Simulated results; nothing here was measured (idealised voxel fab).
Process module name: voxel air gaps
cross-section cut | 245 nm wide | cells 5 nm
Format of a cross-section: grid, square cells. Given as bands. Order: top down. Band: one or more rows of cells. Per band: top height and bottom height in nm, followed by the left-to-right materials and their widths in nm; "throughout" marks a single material spanning edge to edge, "air" marks empty space. Height reference: 0 = level under which incoming wafer is all one material. Lowest band: no bottom, runs on downward, e.g. "top 0, no bottom". Note: "30->40" means the width goes from the first number (top row of the band) to the second number (bottom row) in equal steps per row of cells. Where a step carries "all unchanged", the cross-section came out of it unchanged, cell for cell. Look at "Closed internal voids" for the closed voids: empty spaces with no open path to the top, sized 8 cells or up. Each is width x height at distance, distance from the left edge, all nm. Anything after a step's settings on that line? It's the simulator's own note about the step. overlay nm: step with mask; distance mask lay right of planned place; negative value = left of planned place.

## List of planned process steps
1. RECEIVE | material Si
2. CONFORMAL_DEP | material SiO2 | thk nm 15
3. CONFORMAL_DEP | material SiN | thk nm 5
4. DIRECTIONAL_DEP | material lowk | thk nm 30
5. DIRECTIONAL_DEP | material aC | thk nm 15
6. PATTERN | tone open | mask id LINES | material resist | width nm 25 | pitch nm 55 | thk nm 30 | overlay nm 0
7. DIRECTIONAL_ETCH | etch materials aC | depth nm 15
8. STRIP | etch materials resist
9. DIRECTIONAL_ETCH | etch materials lowk | depth nm 30
10. STRIP | etch materials aC
11. CONFORMAL_DEP | material TiN | thk nm 5
12. FILL_DEP | material W | thk nm 10
13. CMP | height nm 50
14. EPI | material Ru | thk nm 10
15. SELECTIVE_ETCH | etch materials lowk | depth nm 40
16. CONFORMAL_DEP | material SiN | thk nm 5

## Run as planned: first of two wafers

## Cross-section, incoming material, after step 1
  top 0, no bottom  Si throughout
  Closed internal voids: none

## Step 2 complete: cross-section through the wafer
  top 15, bottom 0  SiO2 throughout
  At heights below 0, the structure remains unaltered.

## Step 3 complete: cross-section through the wafer
  top 20, bottom 15  SiN throughout
  At heights below 15, the structure remains unaltered.

## Step 4 complete: cross-section through the wafer
  top 50, bottom 20  lowk throughout
  At heights below 20, the structure remains unaltered.

## Step 5 complete: cross-section through the wafer
  top 65, bottom 50  aC throughout
  At heights below 50, the structure remains unaltered.

## Step 6 complete: cross-section through the wafer
  top 95, bottom 65  55 resist  25 air  30 resist  25 air  30 resist  25 air  55 resist
  At heights below 65, the structure remains unaltered.

## Step 7 complete: cross-section through the wafer
  top 80, bottom 65  55 resist  25 air  30 resist  25 air  30 resist  25 air  55 resist
  top 65, bottom 50  55 aC  25 air  30 aC  25 air  30 aC  25 air  55 aC
  At heights below 50, the structure remains unaltered.

## Step 8 complete: cross-section through the wafer
  top 65, bottom 50  55 aC  25 air  30 aC  25 air  30 aC  25 air  55 aC
  At heights below 50, the structure remains unaltered.

## Step 9 complete: cross-section through the wafer
  top 65, bottom 50  55 aC  25 air  30 aC  25 air  30 aC  25 air  55 aC
  top 50, bottom 20  55 lowk  25 air  30 lowk  25 air  30 lowk  25 air  55 lowk
  At heights below 20, the structure remains unaltered.

## Step 10 complete: cross-section through the wafer
  top 50, bottom 20  55 lowk  25 air  30 lowk  25 air  30 lowk  25 air  55 lowk
  At heights below 20, the structure remains unaltered.

## Step 11 complete: cross-section through the wafer
  top 55, bottom 50  60 TiN  15 air  40 TiN  15 air  40 TiN  15 air  60 TiN
  top 50, bottom 25  55 lowk  5 TiN  15 air  5 TiN  30 lowk  5 TiN  15 air  5 TiN  30 lowk  5 TiN  15 air  5 TiN  55 lowk
  top 25, bottom 20  55 lowk  25 TiN  30 lowk  25 TiN  30 lowk  25 TiN  55 lowk
  At heights below 20, the structure remains unaltered.

## Step 12 complete: cross-section through the wafer
  top 65, bottom 55  W throughout
  top 55, bottom 50  60 TiN  15 W  40 TiN  15 W  40 TiN  15 W  60 TiN
  top 50, bottom 25  55 lowk  5 TiN  15 W  5 TiN  30 lowk  5 TiN  15 W  5 TiN  30 lowk  5 TiN  15 W  5 TiN  55 lowk
  At heights below 25, the structure remains unaltered.

## Step 13 complete: cross-section through the wafer
  top 50, bottom 25  55 lowk  5 TiN  15 W  5 TiN  30 lowk  5 TiN  15 W  5 TiN  30 lowk  5 TiN  15 W  5 TiN  55 lowk
  At heights below 25, the structure remains unaltered.

## Step 14 complete: cross-section through the wafer
  top 60, bottom 50  45 air  45 Ru  10 air  45 Ru  10 air  45 Ru  45 air
  At heights below 50, the structure remains unaltered.

## Step 15 complete: cross-section through the wafer
  top 60, bottom 50  45 air  45 Ru  10 air  45 Ru  10 air  45 Ru  45 air
  top 50, bottom 25  55 air  5 TiN  15 W  5 TiN  30 air  5 TiN  15 W  5 TiN  30 air  5 TiN  15 W  5 TiN  55 air
  top 25, bottom 20  55 air  25 TiN  30 air  25 TiN  30 air  25 TiN  55 air
  At heights below 20, the structure remains unaltered.

## Step 16 complete: cross-section through the wafer
  top 65, bottom 60  40 air  165 SiN  40 air
  top 60, bottom 50  40 air  5 SiN  45 Ru  10 SiN  45 Ru  10 SiN  45 Ru  5 SiN  40 air
  top 50, bottom 45  40 air  15 SiN  5 TiN  15 W  5 TiN  30 SiN  5 TiN  15 W  5 TiN  30 SiN  5 TiN  15 W  5 TiN  15 SiN  40 air
  top 45, bottom 25  50 air  5 SiN  5 TiN  15 W  5 TiN  5 SiN  20 air  5 SiN  5 TiN  15 W  5 TiN  5 SiN  20 air  5 SiN  5 TiN  15 W  5 TiN  5 SiN  50 air
  top 25, bottom 20  55 SiN  25 TiN  30 SiN  25 TiN  30 SiN  25 TiN  55 SiN
  At heights below 20, the structure remains unaltered.
  Closed internal voids: 20 x 20 at 85; 20 x 20 at 140

## Second wafer. Start and plan as for the first. One mistake made in running. Agrees with the first up to and including step 12

Planned end of step 13: second wafer, cross-section: all unchanged

## Planned end of step 14: second wafer, cross-section
  top 75, bottom 65  Ru throughout
  At heights below 65, the structure remains unaltered.

Planned end of step 15: second wafer, cross-section: all unchanged

## Planned end of step 16: second wafer, cross-section
  top 80, bottom 75  SiN throughout
  At heights below 75, the structure remains unaltered.
In executing the process, a mistake was made relative to the plan: not run: step 13 of the plan (skipped)
Bottom line after processing is that, in cells, the second wafer is up or down on some materials versus the first: +44 Ru | -72 SiN | +40 TiN | +107 W | +204 lowk
The final tally of closed voids stands at 2 on the first wafer and 0 on the second.
